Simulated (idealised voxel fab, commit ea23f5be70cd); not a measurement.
process module | voxel lift off
cross-section cut | 275 nm wide | cells 5 nm
A cross-section is a grid of square cells, given in bands from the top down. A band is one or more rows of cells.
Each band's line starts with the height of the band's top and of its bottom, in nm. Then come its materials from left to right, each with its width in nm. One material with "throughout" fills the band from edge to edge. "air" is empty space.
Height 0 is the level under which the wafer as received is all one material. The lowest band goes on downwards, as in "0 down".
A width such as "30 to 40" changes by the same amount from each row of cells to the next, from the band's top row to its bottom row.
"no change" after a step means that no cell of the cross-section changed.
closed voids: empty space of 8 cells or more with no open way to the top, each as width x height at its distance from the left edge, in nm
after a step's settings: what the simulator itself notes on the step
overlay nm, on a step with a mask: how far to the right of its planned place the mask lay; to the left if negative
plan
1 op RECEIVE | material Si
2 op CONFORMAL_DEP | material SiN | thk nm 15
3 op PATTERN | tone open | mask id LINES | material resist | width nm 30 | pitch nm 50 | thk nm 15 | overlay nm 0
4 op DIRECTIONAL_DEP | material Ru | thk nm 5
5 op STRIP | etch materials resist
6 op CONFORMAL_DEP | material SiN | thk nm 10
as received, after step 1
  0 down: Si throughout
  closed voids: none
a wafer at the end: this start, this plan, one mistake
  45 to 40: air 60 | SiN 150 | air 65
  40 to 35: SiN throughout
  35 to 30: SiN 70 | Ru 30 | SiN 20 | Ru 30 | SiN 20 | Ru 30 | SiN 75
  30 to 0: SiN throughout
  0 down: Si throughout
  closed voids: none
what went wrong: step 2 was run twice
